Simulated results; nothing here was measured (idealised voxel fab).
A process module follows: voxel transistor to metal.
The width of the displayed cross-section, cut, is 175 nm; its cells are square, with a size of 5 nm.
Cross-sections here: square-cell grids, written as top-down lists of bands, a band being one or more rows of cells.
Within each band entry, the heights of the top and of the bottom of the band appear first, in that order and in nm; the materials of the band then follow from left to right, each with its corresponding width in nm. The designation "edge to edge" on a single material indicates that it fills the band from edge to edge; the designation "blank" indicates empty space.
Counting heights begins at 0, where everything beneath is, in the wafer as received, one material. The lowest band has no bottom; it goes on downwards, as "0..down" shows.
The expression "30 to 40" gives the width at the extremes of the band, the first number at its top row of cells and the second at its bottom row, with the width changing by equal amounts from each row to the next in between.
The designation "no change occurred", where it is given for a processing step, indicates that no cell of the cross-section was altered in the course of that step.
Entry "Fully sealed cavities" = empty spaces >= 8 cells with no open way to the top; each as width x height at distance, distance from left edge, all nm.
Where a step's line continues beyond its settings, the continuation is a remark by the simulator itself on that step.
overlay nm: step with mask; distance mask lay right of planned place; negative value = left of planned place.
Note on reading: below, each pair holds a cross-section from before one process step and one from after it; the one from after shows only down to the lowest band that changed. Beneath the pair, the step in between is stated along with its settings. The pairs can stem from different runs of this module on the same starting wafer. Where a pair's entry headed "Pre-process cross-section" says so, and only there, that pair continues from the pair above it.
-- Pre-process cross-section
	65..35  75 nm blank, then 35 nm resist, then 65 nm blank
	35..30  75 nm blank, then 35 nm SiCN, then 65 nm blank
	30..20  15 nm polySi, then 60 nm blank, then 35 nm SiCN, then 50 nm blank, then 15 nm polySi
	20..5  polySi edge to edge
	5..-5  15 nm SiO2, then 145 nm polySi, then 15 nm SiO2
	-5..-10  SiO2 edge to edge
	-10..-35  20 nm SiO2, then 135 nm Si, then 20 nm SiO2
	-35..down  Si edge to edge
	Fully sealed cavities: none
-- As Processed
	65..35  75 nm blank, then 35 nm resist, then 65 nm blank
	35..20  75 nm blank, then 35 nm SiCN, then 65 nm blank
	20..5  75 nm blank, then 35 nm polySi, then 65 nm blank
	5..-5  15 nm SiO2, then 60 nm blank, then 35 nm polySi, then 50 nm blank, then 15 nm SiO2
	Below -5, no change.
	Fully sealed cavities: none
As a process note, the step between the before and after cross-sections shown above is DIRECTIONAL_ETCH | etch materials polySi | depth nm 35
Pre-process cross-section: equal to the after panel directly above.
-- As Processed
	35..20  75 nm blank, then 35 nm SiCN, then 65 nm blank
	Below 20, no change.
	Fully sealed cavities: none
As a process note, the step between the before and after cross-sections shown above is STRIP | etch materials resist
Pre-process cross-section: equal to the after panel directly above.
-- As Processed
	40..35  70 nm blank, then 45 nm SiO2, then 60 nm blank
	35..20  70 nm blank, then 5 nm SiO2, then 35 nm SiCN, then 5 nm SiO2, then 60 nm blank
	20..10  70 nm blank, then 5 nm SiO2, then 35 nm polySi, then 5 nm SiO2, then 60 nm blank
	10..0  20 nm SiO2, then 50 nm blank, then 5 nm SiO2, then 35 nm polySi, then 5 nm SiO2, then 40 nm blank, then 20 nm SiO2
	0..-5  75 nm SiO2, then 35 nm polySi, then 65 nm SiO2
	Below -5, no change.
	Fully sealed cavities: none
As a process note, the step between the before and after cross-sections shown above is CONFORMAL_DEP | material SiO2 | thk nm 5
Pre-process cross-section: equal to the after panel directly above.
-- As Processed
	35..20  70 nm blank, then 5 nm SiO2, then 35 nm SiCN, then 5 nm SiO2, then 60 nm blank
	20..5  70 nm blank, then 5 nm SiO2, then 35 nm polySi, then 5 nm SiO2, then 60 nm blank
	5..-5  20 nm SiO2, then 50 nm blank, then 5 nm SiO2, then 35 nm polySi, then 5 nm SiO2, then 40 nm blank, then 20 nm SiO2
	Below -5, no change.
	Fully sealed cavities: none
As a process note, the step between the before and after cross-sections shown above is DIRECTIONAL_ETCH | etch materials SiO2 | depth nm 5
Pre-process cross-section: equal to the after panel directly above.
-- As Processed
	40..35  65 nm blank, then 55 nm SiN, then 55 nm blank
	35..20  65 nm blank, then 5 nm SiN, then 5 nm SiO2, then 35 nm SiCN, then 5 nm SiO2, then 5 nm SiN, then 55 nm blank
	20..10  65 nm blank, then 5 nm SiN, then 5 nm SiO2, then 35 nm polySi, then 5 nm SiO2, then 5 nm SiN, then 55 nm blank
	10..5  25 nm SiN, then 40 nm blank, then 5 nm SiN, then 5 nm SiO2, then 35 nm polySi, then 5 nm SiO2, then 5 nm SiN, then 30 nm blank, then 25 nm SiN
	5..0  20 nm SiO2, then 5 nm SiN, then 40 nm blank, then 5 nm SiN, then 5 nm SiO2, then 35 nm polySi, then 5 nm SiO2, then 5 nm SiN, then 30 nm blank, then 5 nm SiN, then 20 nm SiO2
	0..-5  20 nm SiO2, then 50 nm SiN, then 5 nm SiO2, then 35 nm polySi, then 5 nm SiO2, then 40 nm SiN, then 20 nm SiO2
	Below -5, no change.
	Fully sealed cavities: none
As a process note, the step between the before and after cross-sections shown above is CONFORMAL_DEP | material SiN | thk nm 5
Pre-process cross-section: equal to the after panel directly above.
-- As Processed
	35..20  65 nm blank, then 5 nm SiN, then 5 nm SiO2, then 35 nm SiCN, then 5 nm SiO2, then 5 nm SiN, then 55 nm blank
	20..5  65 nm blank, then 5 nm SiN, then 5 nm SiO2, then 35 nm polySi, then 5 nm SiO2, then 5 nm SiN, then 55 nm blank
	5..-5  20 nm SiO2, then 5 nm SiN, then 40 nm blank, then 5 nm SiN, then 5 nm SiO2, then 35 nm polySi, then 5 nm SiO2, then 5 nm SiN, then 30 nm blank, then 5 nm SiN, then 20 nm SiO2
	Below -5, no change.
	Fully sealed cavities: none
As a process note, the step between the before and after cross-sections shown above is DIRECTIONAL_ETCH | etch materials SiN | depth nm 5
Pre-process cross-section: equal to the after panel directly above.
-- As Processed
	35..30  65 nm blank, then 5 nm SiN, then 5 nm blank, then 35 nm SiCN, then 5 nm blank, then 5 nm SiN, then 55 nm blank
	30..20  65 nm blank, then 5 nm SiN, then 5 nm SiO2, then 35 nm SiCN, then 5 nm SiO2, then 5 nm SiN, then 55 nm blank
	20..5  65 nm blank, then 5 nm SiN, then 5 nm SiO2, then 35 nm polySi, then 5 nm SiO2, then 5 nm SiN, then 55 nm blank
	5..0  20 nm blank, then 5 nm SiN, then 40 nm blank, then 5 nm SiN, then 5 nm SiO2, then 35 nm polySi, then 5 nm SiO2, then 5 nm SiN, then 30 nm blank, then 5 nm SiN, then 20 nm blank
	0..-5  20 nm SiO2, then 5 nm SiN, then 40 nm blank, then 5 nm SiN, then 5 nm SiO2, then 35 nm polySi, then 5 nm SiO2, then 5 nm SiN, then 30 nm blank, then 5 nm SiN, then 20 nm SiO2
	-5..-10  25 nm SiO2, then 40 nm blank, then 55 nm SiO2, then 30 nm blank, then 25 nm SiO2
	Below -10, no change.
	Fully sealed cavities: none
As a process note, the step between the before and after cross-sections shown above is DIRECTIONAL_ETCH | etch materials SiO2 | depth nm 5
Pre-process cross-section: equal to the after panel directly above.
-- As Processed
	35..30  65 nm blank, then 5 nm SiN, then 5 nm blank, then 35 nm SiCN, then 5 nm blank, then 5 nm SiN, then 55 nm blank
	30..20  65 nm blank, then 5 nm SiN, then 5 nm SiO2, then 35 nm SiCN, then 5 nm SiO2, then 5 nm SiN, then 55 nm blank
	20..5  65 nm blank, then 5 nm SiN, then 5 nm SiO2, then 35 nm polySi, then 5 nm SiO2, then 5 nm SiN, then 55 nm blank
	5..0  20 nm blank, then 5 nm SiN, then 40 nm blank, then 5 nm SiN, then 5 nm SiO2, then 35 nm polySi, then 5 nm SiO2, then 5 nm SiN, then 30 nm blank, then 5 nm SiN, then 20 nm blank
	0..-5  20 nm SiO2, then 5 nm SiN, then 40 nm blank, then 5 nm SiN, then 5 nm SiO2, then 35 nm polySi, then 5 nm SiO2, then 5 nm SiN, then 30 nm blank, then 5 nm SiN, then 20 nm SiO2
	-5..-10  25 nm SiO2, then 40 nm blank, then 55 nm SiO2, then 30 nm blank, then 25 nm SiO2
	-10..-15  20 nm SiO2, then 5 nm Si, then 40 nm blank, then 55 nm Si, then 30 nm blank, then 5 nm Si, then 20 nm SiO2
	Below -15, no change.
	Fully sealed cavities: none
As a process note, the step between the before and after cross-sections shown above is DIRECTIONAL_ETCH | etch materials Si | depth nm 5
Pre-process cross-section: equal to the after panel directly above.
-- As Processed
	35..30  65 nm blank, then 5 nm SiN, then 5 nm blank, then 35 nm SiCN, then 5 nm blank, then 5 nm SiN, then 55 nm blank
	30..20  65 nm blank, then 5 nm SiN, then 5 nm SiO2, then 35 nm SiCN, then 5 nm SiO2, then 5 nm SiN, then 55 nm blank
	20..5  65 nm blank, then 5 nm SiN, then 5 nm SiO2, then 35 nm polySi, then 5 nm SiO2, then 5 nm SiN, then 55 nm blank
	5..0  20 nm blank, then 5 nm SiN, then 40 nm blank, then 5 nm SiN, then 5 nm SiO2, then 35 nm polySi, then 5 nm SiO2, then 5 nm SiN, then 30 nm blank, then 5 nm SiN, then 20 nm blank
	0..-5  20 nm SiO2, then 5 nm SiN, then 10 nm SiGe, then 20 nm blank, then 10 nm SiGe, then 5 nm SiN, then 5 nm SiO2, then 35 nm polySi, then 5 nm SiO2, then 5 nm SiN, then 10 nm SiGe, then 10 nm blank, then 10 nm SiGe, then 5 nm SiN, then 20 nm SiO2
	-5..-10  25 nm SiO2, then 40 nm SiGe, then 55 nm SiO2, then 30 nm SiGe, then 25 nm SiO2
	-10..-15  20 nm SiO2, then 5 nm Si, then 40 nm SiGe, then 55 nm Si, then 30 nm SiGe, then 5 nm Si, then 20 nm SiO2
	Below -15, no change.
	Fully sealed cavities: none
As a process note, the step between the before and after cross-sections shown above is EPI | material SiGe | thk nm 10
Pre-process cross-section: equal to the after panel directly above.
-- As Processed
	45..35  SiO2 edge to edge
	35..20  65 nm SiO2, then 5 nm SiN, then 5 nm SiO2, then 35 nm SiCN, then 5 nm SiO2, then 5 nm SiN, then 55 nm SiO2
	20..5  65 nm SiO2, then 5 nm SiN, then 5 nm SiO2, then 35 nm polySi, then 5 nm SiO2, then 5 nm SiN, then 55 nm SiO2
	5..0  20 nm SiO2, then 5 nm SiN, then 40 nm SiO2, then 5 nm SiN, then 5 nm SiO2, then 35 nm polySi, then 5 nm SiO2, then 5 nm SiN, then 30 nm SiO2, then 5 nm SiN, then 20 nm SiO2
	0..-5  20 nm SiO2, then 5 nm SiN, then 10 nm SiGe, then 20 nm SiO2, then 10 nm SiGe, then 5 nm SiN, then 5 nm SiO2, then 35 nm polySi, then 5 nm SiO2, then 5 nm SiN, then 10 nm SiGe, then 10 nm SiO2, then 10 nm SiGe, then 5 nm SiN, then 20 nm SiO2
	Below -5, no change.
	Fully sealed cavities: none
As a process note, the step between the before and after cross-sections shown above is FILL_DEP | material SiO2 | thk nm 10
Pre-process cross-section: equal to the after panel directly above.
-- As Processed
	20..5  65 nm SiO2, then 5 nm SiN, then 5 nm SiO2, then 35 nm polySi, then 5 nm SiO2, then 5 nm SiN, then 55 nm SiO2
	Below 5, no change.
	Fully sealed cavities: none
As a process note, the step between the before and after cross-sections shown above is CMP | height nm 20
Pre-process cross-section: equal to the after panel directly above.
-- As Processed
	20..5  65 nm SiO2, then 5 nm SiN, then 5 nm SiO2, then 35 nm blank, then 5 nm SiO2, then 5 nm SiN, then 55 nm SiO2
	5..0  20 nm SiO2, then 5 nm SiN, then 40 nm SiO2, then 5 nm SiN, then 5 nm SiO2, then 35 nm blank, then 5 nm SiO2, then 5 nm SiN, then 30 nm SiO2, then 5 nm SiN, then 20 nm SiO2
	0..-5  20 nm SiO2, then 5 nm SiN, then 10 nm SiGe, then 20 nm SiO2, then 10 nm SiGe, then 5 nm SiN, then 5 nm SiO2, then 35 nm blank, then 5 nm SiO2, then 5 nm SiN, then 10 nm SiGe, then 10 nm SiO2, then 10 nm SiGe, then 5 nm SiN, then 20 nm SiO2
	Below -5, no change.
	Fully sealed cavities: none
As a process note, the step between the before and after cross-sections shown above is STRIP | etch materials polySi
Pre-process cross-section: equal to the after panel directly above.
-- As Processed
	20..15  65 nm blank, then 5 nm SiN, then 45 nm blank, then 5 nm SiN, then 55 nm blank
	15..5  65 nm SiO2, then 5 nm SiN, then 45 nm blank, then 5 nm SiN, then 55 nm SiO2
	5..0  20 nm SiO2, then 5 nm SiN, then 40 nm SiO2, then 5 nm SiN, then 45 nm blank, then 5 nm SiN, then 30 nm SiO2, then 5 nm SiN, then 20 nm SiO2
	0..-5  20 nm SiO2, then 5 nm SiN, then 10 nm SiGe, then 20 nm SiO2, then 10 nm SiGe, then 5 nm SiN, then 45 nm blank, then 5 nm SiN, then 10 nm SiGe, then 10 nm SiO2, then 10 nm SiGe, then 5 nm SiN, then 20 nm SiO2
	-5..-10  25 nm SiO2, then 40 nm SiGe, then 5 nm SiO2, then 45 nm blank, then 5 nm SiO2, then 30 nm SiGe, then 25 nm SiO2
	Below -10, no change.
	Fully sealed cavities: none
As a process note, the step between the before and after cross-sections shown above is SELECTIVE_ETCH | etch materials SiO2 | depth nm 5
Pre-process cross-section: equal to the after panel directly above.
-- As Processed
	25..20  60 nm blank, then 15 nm HfO2, then 35 nm blank, then 15 nm HfO2, then 50 nm blank
	20..15  65 nm HfO2, then 5 nm SiN, then 5 nm HfO2, then 35 nm blank, then 5 nm HfO2, then 5 nm SiN, then 55 nm HfO2
	15..5  65 nm SiO2, then 5 nm SiN, then 5 nm HfO2, then 35 nm blank, then 5 nm HfO2, then 5 nm SiN, then 55 nm SiO2
	5..0  20 nm SiO2, then 5 nm SiN, then 40 nm SiO2, then 5 nm SiN, then 5 nm HfO2, then 35 nm blank, then 5 nm HfO2, then 5 nm SiN, then 30 nm SiO2, then 5 nm SiN, then 20 nm SiO2
	0..-5  20 nm SiO2, then 5 nm SiN, then 10 nm SiGe, then 20 nm SiO2, then 10 nm SiGe, then 5 nm SiN, then 5 nm HfO2, then 35 nm blank, then 5 nm HfO2, then 5 nm SiN, then 10 nm SiGe, then 10 nm SiO2, then 10 nm SiGe, then 5 nm SiN, then 20 nm SiO2
	-5..-10  25 nm SiO2, then 40 nm SiGe, then 5 nm SiO2, then 45 nm HfO2, then 5 nm SiO2, then 30 nm SiGe, then 25 nm SiO2
	Below -10, no change.
	Fully sealed cavities: none
As a process note, the step between the before and after cross-sections shown above is CONFORMAL_DEP | material HfO2 | thk nm 5
Pre-process cross-section: equal to the after panel directly above.
-- As Processed
	30..25  55 nm blank, then 25 nm TiN, then 25 nm blank, then 25 nm TiN, then 45 nm blank
	25..20  60 nm TiN, then 15 nm HfO2, then 5 nm TiN, then 25 nm blank, then 5 nm TiN, then 15 nm HfO2, then 50 nm TiN
	20..15  65 nm HfO2, then 5 nm SiN, then 5 nm HfO2, then 5 nm TiN, then 25 nm blank, then 5 nm TiN, then 5 nm HfO2, then 5 nm SiN, then 55 nm HfO2
	15..5  65 nm SiO2, then 5 nm SiN, then 5 nm HfO2, then 5 nm TiN, then 25 nm blank, then 5 nm TiN, then 5 nm HfO2, then 5 nm SiN, then 55 nm SiO2
	5..0  20 nm SiO2, then 5 nm SiN, then 40 nm SiO2, then 5 nm SiN, then 5 nm HfO2, then 5 nm TiN, then 25 nm blank, then 5 nm TiN, then 5 nm HfO2, then 5 nm SiN, then 30 nm SiO2, then 5 nm SiN, then 20 nm SiO2
	0..-5  20 nm SiO2, then 5 nm SiN, then 10 nm SiGe, then 20 nm SiO2, then 10 nm SiGe, then 5 nm SiN, then 5 nm HfO2, then 35 nm TiN, then 5 nm HfO2, then 5 nm SiN, then 10 nm SiGe, then 10 nm SiO2, then 10 nm SiGe, then 5 nm SiN, then 20 nm SiO2
	Below -5, no change.
	Fully sealed cavities: none
As a process note, the step between the before and after cross-sections shown above is CONFORMAL_DEP | material TiN | thk nm 5
Pre-process cross-section: equal to the after panel directly above.
-- As Processed
	35..30  W edge to edge
	30..25  55 nm W, then 25 nm TiN, then 25 nm W, then 25 nm TiN, then 45 nm W
	25..20  60 nm TiN, then 15 nm HfO2, then 5 nm TiN, then 25 nm W, then 5 nm TiN, then 15 nm HfO2, then 50 nm TiN
	20..15  65 nm HfO2, then 5 nm SiN, then 5 nm HfO2, then 5 nm TiN, then 25 nm W, then 5 nm TiN, then 5 nm HfO2, then 5 nm SiN, then 55 nm HfO2
	15..5  65 nm SiO2, then 5 nm SiN, then 5 nm HfO2, then 5 nm TiN, then 25 nm W, then 5 nm TiN, then 5 nm HfO2, then 5 nm SiN, then 55 nm SiO2
	5..0  20 nm SiO2, then 5 nm SiN, then 40 nm SiO2, then 5 nm SiN, then 5 nm HfO2, then 5 nm TiN, then 25 nm W, then 5 nm TiN, then 5 nm HfO2, then 5 nm SiN, then 30 nm SiO2, then 5 nm SiN, then 20 nm SiO2
	Below 0, no change.
	Fully sealed cavities: none
As a process note, the step between the before and after cross-sections shown above is FILL_DEP | material W | thk nm 5
Pre-process cross-section: equal to the after panel directly above.
-- As Processed
	15..5  65 nm SiO2, then 5 nm SiN, then 5 nm HfO2, then 5 nm TiN, then 25 nm W, then 5 nm TiN, then 5 nm HfO2, then 5 nm SiN, then 55 nm SiO2
	Below 5, no change.
	Fully sealed cavities: none
As a process note, the step between the before and after cross-sections shown above is CMP | height nm 15
Pre-process cross-section: equal to the after panel directly above.
-- As Processed
	25..15  SiO2 edge to edge
	Below 15, no change.
	Fully sealed cavities: none
As a process note, the step between the before and after cross-sections shown above is DIRECTIONAL_DEP | material SiO2 | thk nm 10
Pre-process cross-section: equal to the after panel directly above.
-- As Processed
	25..15  30 nm SiO2, then 20 nm blank, then 75 nm SiO2, then 20 nm blank, then 30 nm SiO2
	15..5  30 nm SiO2, then 20 nm blank, then 15 nm SiO2, then 5 nm SiN, then 5 nm HfO2, then 5 nm TiN, then 25 nm W, then 5 nm TiN, then 5 nm HfO2, then 5 nm SiN, then 5 nm SiO2, then 20 nm blank, then 30 nm SiO2
	5..0  20 nm SiO2, then 5 nm SiN, then 5 nm SiO2, then 20 nm blank, then 15 nm SiO2, then 5 nm SiN, then 5 nm HfO2, then 5 nm TiN, then 25 nm W, then 5 nm TiN, then 5 nm HfO2, then 5 nm SiN, then 5 nm SiO2, then 20 nm blank, then 5 nm SiO2, then 5 nm SiN, then 20 nm SiO2
	0..-5  20 nm SiO2, then 5 nm SiN, then 10 nm SiGe, then 15 nm blank, then 5 nm SiO2, then 10 nm SiGe, then 5 nm SiN, then 5 nm HfO2, then 35 nm TiN, then 5 nm HfO2, then 5 nm SiN, then 10 nm SiGe, then 10 nm blank, then 10 nm SiGe, then 5 nm SiN, then 20 nm SiO2
	Below -5, no change.
	Fully sealed cavities: none
As a process note, the step between the before and after cross-sections shown above is MASKED_ETCH | tone open | mask id CONTACT | width nm 20 | pitch nm 95 | etch materials SiO2 | depth nm 30 | overlay nm 0
Pre-process cross-section: equal to the after panel directly above.
-- As Processed
	30..25  35 nm TiN, then 10 nm blank, then 85 nm TiN, then 10 nm blank, then 35 nm TiN
	25..15  30 nm SiO2, then 5 nm TiN, then 10 nm blank, then 5 nm TiN, then 75 nm SiO2, then 5 nm TiN, then 10 nm blank, then 5 nm TiN, then 30 nm SiO2
	15..5  30 nm SiO2, then 5 nm TiN, then 10 nm blank, then 5 nm TiN, then 15 nm SiO2, then 5 nm SiN, then 5 nm HfO2, then 5 nm TiN, then 25 nm W, then 5 nm TiN, then 5 nm HfO2, then 5 nm SiN, then 5 nm SiO2, then 5 nm TiN, then 10 nm blank, then 5 nm TiN, then 30 nm SiO2
	5..0  20 nm SiO2, then 5 nm SiN, then 5 nm SiO2, then 10 nm TiN, then 5 nm blank, then 5 nm TiN, then 15 nm SiO2, then 5 nm SiN, then 5 nm HfO2, then 5 nm TiN, then 25 nm W, then 5 nm TiN, then 5 nm HfO2, then 5 nm SiN, then 5 nm SiO2, then 20 nm TiN, then 5 nm SiO2, then 5 nm SiN, then 20 nm SiO2
	0..-5  20 nm SiO2, then 5 nm SiN, then 10 nm SiGe, then 15 nm TiN, then 5 nm SiO2, then 10 nm SiGe, then 5 nm SiN, then 5 nm HfO2, then 35 nm TiN, then 5 nm HfO2, then 5 nm SiN, then 10 nm SiGe, then 10 nm TiN, then 10 nm SiGe, then 5 nm SiN, then 20 nm SiO2
	Below -5, no change.
	Fully sealed cavities: none
As a process note, the step between the before and after cross-sections shown above is CONFORMAL_DEP | material TiN | thk nm 5
Pre-process cross-section: equal to the after panel directly above.
-- As Processed
	40..30  Ru edge to edge
	30..25  35 nm TiN, then 10 nm Ru, then 85 nm TiN, then 10 nm Ru, then 35 nm TiN
	25..15  30 nm SiO2, then 5 nm TiN, then 10 nm Ru, then 5 nm TiN, then 75 nm SiO2, then 5 nm TiN, then 10 nm Ru, then 5 nm TiN, then 30 nm SiO2
	15..5  30 nm SiO2, then 5 nm TiN, then 10 nm Ru, then 5 nm TiN, then 15 nm SiO2, then 5 nm SiN, then 5 nm HfO2, then 5 nm TiN, then 25 nm W, then 5 nm TiN, then 5 nm HfO2, then 5 nm SiN, then 5 nm SiO2, then 5 nm TiN, then 10 nm Ru, then 5 nm TiN, then 30 nm SiO2
	5..0  20 nm SiO2, then 5 nm SiN, then 5 nm SiO2, then 10 nm TiN, then 5 nm Ru, then 5 nm TiN, then 15 nm SiO2, then 5 nm SiN, then 5 nm HfO2, then 5 nm TiN, then 25 nm W, then 5 nm TiN, then 5 nm HfO2, then 5 nm SiN, then 5 nm SiO2, then 20 nm TiN, then 5 nm SiO2, then 5 nm SiN, then 20 nm SiO2
	Below 0, no change.
	Fully sealed cavities: none
As a process note, the step between the before and after cross-sections shown above is FILL_DEP | material Ru | thk nm 10
Pre-process cross-section: equal to the after panel directly above.
-- As Processed
	25..15  30 nm SiO2, then 5 nm TiN, then 10 nm Ru, then 5 nm TiN, then 75 nm SiO2, then 5 nm TiN, then 10 nm Ru, then 5 nm TiN, then 30 nm SiO2
	Below 15, no change.
	Fully sealed cavities: none
As a process note, the step between the before and after cross-sections shown above is CMP | height nm 25
Pre-process cross-section: equal to the after panel directly above.
-- As Processed
	30..25  TiN edge to edge
	Below 25, no change.
	Fully sealed cavities: none
As a process note, the step between the before and after cross-sections shown above is DIRECTIONAL_DEP | material TiN | thk nm 5
Pre-process cross-section: equal to the after panel directly above.
-- As Processed
	50..30  Ru edge to edge
	Below 30, no change.
	Fully sealed cavities: none
As a process note, the step between the before and after cross-sections shown above is DIRECTIONAL_DEP | material Ru | thk nm 20
Pre-process cross-section: equal to the after panel directly above.
-- As Processed
	60..50  aC edge to edge
	Below 50, no change.
	Fully sealed cavities: none
As a process note, the step between the before and after cross-sections shown above is DIRECTIONAL_DEP | material aC | thk nm 10
Pre-process cross-section: equal to the after panel directly above.
-- As Processed
	90..60  30 nm blank, then 20 nm resist, then 75 nm blank, then 20 nm resist, then 30 nm blank
	Below 60, no change.
	Fully sealed cavities: none
As a process note, the step between the before and after cross-sections shown above is PATTERN | tone cover | mask id METAL_1 | material resist | width nm 20 | pitch nm 95 | thk nm 30 | overlay nm 0
Pre-process cross-section: equal to the after panel directly above.
-- As Processed
	80..60  30 nm blank, then 20 nm resist, then 75 nm blank, then 20 nm resist, then 30 nm blank
	60..50  30 nm blank, then 20 nm aC, then 75 nm blank, then 20 nm aC, then 30 nm blank
	Below 50, no change.
	Fully sealed cavities: none
As a process note, the step between the before and after cross-sections shown above is DIRECTIONAL_ETCH | etch materials aC | depth nm 10
Pre-process cross-section: equal to the after panel directly above.
-- As Processed
	60..50  30 nm blank, then 20 nm aC, then 75 nm blank, then 20 nm aC, then 30 nm blank
	Below 50, no change.
	Fully sealed cavities: none
As a process note, the step between the before and after cross-sections shown above is STRIP | etch materials resist
Pre-process cross-section: equal to the after panel directly above.
-- As Processed
	60..50  30 nm blank, then 20 nm aC, then 75 nm blank, then 20 nm aC, then 30 nm blank
	50..30  30 nm blank, then 20 nm Ru, then 75 nm blank, then 20 nm Ru, then 30 nm blank
	Below 30, no change.
	Fully sealed cavities: none
As a process note, the step between the before and after cross-sections shown above is DIRECTIONAL_ETCH | etch materials Ru | depth nm 20
Pre-process cross-section: equal to the after panel directly above.
-- As Processed
	60..50  30 nm blank, then 20 nm aC, then 75 nm blank, then 20 nm aC, then 30 nm blank
	50..30  30 nm blank, then 20 nm Ru, then 75 nm blank, then 20 nm Ru, then 30 nm blank
	30..25  30 nm blank, then 20 nm TiN, then 75 nm blank, then 20 nm TiN, then 30 nm blank
	Below 25, no change.
	Fully sealed cavities: none
As a process note, the step between the before and after cross-sections shown above is DIRECTIONAL_ETCH | etch materials TiN | depth nm 5
Pre-process cross-section: equal to the after panel directly above.
-- As Processed
	50..30  30 nm blank, then 20 nm Ru, then 75 nm blank, then 20 nm Ru, then 30 nm blank
	Below 30, no change.
	Fully sealed cavities: none
As a process note, the step between the before and after cross-sections shown above is STRIP | etch materials aC
Pre-process cross-section: equal to the after panel directly above.
-- As Processed
	55..50  SiO2 edge to edge
	50..30  30 nm SiO2, then 20 nm Ru, then 75 nm SiO2, then 20 nm Ru, then 30 nm SiO2
	30..25  30 nm SiO2, then 20 nm TiN, then 75 nm SiO2, then 20 nm TiN, then 30 nm SiO2
	Below 25, no change.
	Fully sealed cavities: none
As a process note, the step between the before and after cross-sections shown above is FILL_DEP | material SiO2 | thk nm 5
Pre-process cross-section: equal to the after panel directly above.
-- As Processed
	50..30  30 nm SiO2, then 20 nm Ru, then 75 nm SiO2, then 20 nm Ru, then 30 nm SiO2
	Below 30, no change.
	Fully sealed cavities: none
As a process note, the step between the before and after cross-sections shown above is CMP | height nm 50
Pre-process cross-section: equal to the after panel directly above.
-- As Processed
	55..50  SiCN edge to edge
	Below 50, no change.
	Fully sealed cavities: none
As a process note, the step between the before and after cross-sections shown above is CONFORMAL_DEP | material SiCN | thk nm 5
Pre-process cross-section: equal to the after panel directly above.
-- As Processed
	85..55  lowk edge to edge
	Below 55, no change.
	Fully sealed cavities: none
As a process note, the step between the before and after cross-sections shown above is DIRECTIONAL_DEP | material lowk | thk nm 30
Pre-process cross-section: equal to the after panel directly above.
-- As Processed
	85..65  30 nm lowk, then 20 nm blank, then 75 nm lowk, then 20 nm blank, then 30 nm lowk
	Below 65, no change.
	Fully sealed cavities: none
As a process note, the step between the before and after cross-sections shown above is MASKED_ETCH | tone open | mask id METAL_2 | width nm 20 | pitch nm 95 | etch materials lowk | depth nm 20 | overlay nm 0
Pre-process cross-section: equal to the after panel directly above.
-- As Processed
	100..85  30 nm resist, then 15 nm blank, then 80 nm resist, then 15 nm blank, then 35 nm resist
	85..65  30 nm lowk, then 15 nm blank, then 5 nm resist, then 75 nm lowk, then 15 nm blank, then 5 nm resist, then 30 nm lowk
	Below 65, no change.
	Fully sealed cavities: none
As a process note, the step between the before and after cross-sections shown above is PATTERN | tone open | mask id METAL_2_HOLES | material resist | width nm 15 | pitch nm 95 | thk nm 15 | overlay nm 0
Pre-process cross-section: equal to the after panel directly above.
-- As Processed
	100..85  30 nm resist, then 15 nm blank, then 80 nm resist, then 15 nm blank, then 35 nm resist
	85..65  30 nm lowk, then 15 nm blank, then 5 nm resist, then 75 nm lowk, then 15 nm blank, then 5 nm resist, then 30 nm lowk
	65..55  30 nm lowk, then 15 nm blank, then 80 nm lowk, then 15 nm blank, then 35 nm lowk
	Below 55, no change.
	Fully sealed cavities: none
As a process note, the step between the before and after cross-sections shown above is DIRECTIONAL_ETCH | etch materials lowk | depth nm 10
Pre-process cross-section: equal to the after panel directly above.
-- As Processed
	100..85  30 nm resist, then 15 nm blank, then 80 nm resist, then 15 nm blank, then 35 nm resist
	85..65  30 nm lowk, then 15 nm blank, then 5 nm resist, then 75 nm lowk, then 15 nm blank, then 5 nm resist, then 30 nm lowk
	65..55  30 nm lowk, then 15 nm blank, then 80 nm lowk, then 15 nm blank, then 35 nm lowk
	55..50  30 nm SiCN, then 15 nm blank, then 80 nm SiCN, then 15 nm blank, then 35 nm SiCN
	Below 50, no change.
	Fully sealed cavities: none
As a process note, the step between the before and after cross-sections shown above is DIRECTIONAL_ETCH | etch materials SiCN | depth nm 5
Pre-process cross-section: equal to the after panel directly above.
-- As Processed
	85..65  30 nm lowk, then 20 nm blank, then 75 nm lowk, then 20 nm blank, then 30 nm lowk
	Below 65, no change.
	Fully sealed cavities: none
As a process note, the step between the before and after cross-sections shown above is STRIP | etch materials resist
Pre-process cross-section: equal to the after panel directly above.
-- As Processed
	90..85  35 nm TiN, then 10 nm blank, then 85 nm TiN, then 10 nm blank, then 35 nm TiN
	85..70  30 nm lowk, then 5 nm TiN, then 10 nm blank, then 5 nm TiN, then 75 nm lowk, then 5 nm TiN, then 10 nm blank, then 5 nm TiN, then 30 nm lowk
	70..65  30 nm lowk, then 5 nm TiN, then 5 nm blank, then 10 nm TiN, then 75 nm lowk, then 5 nm TiN, then 5 nm blank, then 10 nm TiN, then 30 nm lowk
	65..55  30 nm lowk, then 5 nm TiN, then 5 nm blank, then 5 nm TiN, then 80 nm lowk, then 5 nm TiN, then 5 nm blank, then 5 nm TiN, then 35 nm lowk
	55..50  30 nm SiCN, then 15 nm TiN, then 80 nm SiCN, then 15 nm TiN, then 35 nm SiCN
	Below 50, no change.
	Fully sealed cavities: none
As a process note, the step between the before and after cross-sections shown above is CONFORMAL_DEP | material TiN | thk nm 5
Pre-process cross-section: equal to the after panel directly above.
-- As Processed
	95..90  Cu edge to edge
	90..85  35 nm TiN, then 10 nm Cu, then 85 nm TiN, then 10 nm Cu, then 35 nm TiN
	85..70  30 nm lowk, then 5 nm TiN, then 10 nm Cu, then 5 nm TiN, then 75 nm lowk, then 5 nm TiN, then 10 nm Cu, then 5 nm TiN, then 30 nm lowk
	70..65  30 nm lowk, then 5 nm TiN, then 5 nm Cu, then 10 nm TiN, then 75 nm lowk, then 5 nm TiN, then 5 nm Cu, then 10 nm TiN, then 30 nm lowk
	65..55  30 nm lowk, then 5 nm TiN, then 5 nm Cu, then 5 nm TiN, then 80 nm lowk, then 5 nm TiN, then 5 nm Cu, then 5 nm TiN, then 35 nm lowk
	Below 55, no change.
	Fully sealed cavities: none
As a process note, the step between the before and after cross-sections shown above is FILL_DEP | material Cu | thk nm 5
Pre-process cross-section: equal to the after panel directly above.
-- As Processed
	85..70  30 nm lowk, then 5 nm TiN, then 10 nm Cu, then 5 nm TiN, then 75 nm lowk, then 5 nm TiN, then 10 nm Cu, then 5 nm TiN, then 30 nm lowk
	Below 70, no change.
	Fully sealed cavities: none
As a process note, the step between the before and after cross-sections shown above is CMP | height nm 85
